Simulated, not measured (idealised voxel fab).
Process module under the name voxel released beams
This is section cut - it's 230 nm across, gridded in 5 nm square cells.
Heads up, the way a cross-section reads in here is a grid of square cells, handed over as bands from the top down, with every band being one or more rows of cells.
Per band: top height and bottom height in nm, followed by the left-to-right materials and their widths in nm; "edge to edge" marks a single material spanning edge to edge, "empty" marks empty space.
We count height from 0. Below that, the starting wafer is all one material. The lowest band never ends at the bottom but goes on down; see "0 -> down" for how that is written.
You'd read "30->40" like this: the band's top row of cells is as wide as the first number, its bottom row is as wide as the second, and going down, every row changes width by the same amount as the row before did.
Basically "nothing changed" means that step didn't change any cell in the cross-section.
Basically, "Fully closed voids" tells you about the enclosed voids: empty spaces with no open way to the top, 8 cells or bigger, each written width x height at distance, where distance is from the left edge, all in nm.
Post-settings text on a step line: simulator's own remark regarding the step.
A step's line can hold "overlay nm"; with a mask on that step, the setting says how far right of the planned place the mask lay, while a negative setting says it lay to the left.

[Set out below are the planned steps of the process]
1: RECEIVE (material Si)
2: CONFORMAL_DEP (material SiN; thk nm 10)
3: DIRECTIONAL_DEP (material SiO2; thk nm 20)
4: PATTERN (tone open; mask id ANCHOR; material resist; width nm 25; thk nm 15; overlay nm 0)
5: DIRECTIONAL_ETCH (etch materials SiO2; depth nm 20)
6: STRIP (etch materials resist)
7: CONFORMAL_DEP (material polySi; thk nm 10)
8: PATTERN (tone cover; mask id BEAM; material resist; width nm 90; thk nm 20; overlay nm 0)
9: DIRECTIONAL_ETCH (etch materials polySi; depth nm 5)
10: STRIP (etch materials resist)
11: STRIP (etch materials SiO2)
The wafers are alike at the start. At step 9, their depth nm differs. The plan lists the first wafer's value.

[Sectional view: first of several wafers, as received, after step 1]
    0 -> down: Si edge to edge
    Fully closed voids: none

[The table below has one row for each wafer; a row shows, as of the end of the module, how many cells of each material the wafer has gained, marked (+), or lost, marked (-), since it was received, and then the wafer's closed voids]
depth nm 5, +92 SiN, +164 SiO2, +80 polySi, Fully closed voids: none
depth nm 10, +92 SiN, +52 polySi, Fully closed voids: none
depth nm 15, +92 SiN, +52 polySi, Fully closed voids: none
depth nm 20, +92 SiN, +52 polySi, Fully closed voids: none
depth nm 25, +92 SiN, +52 polySi, Fully closed voids: none
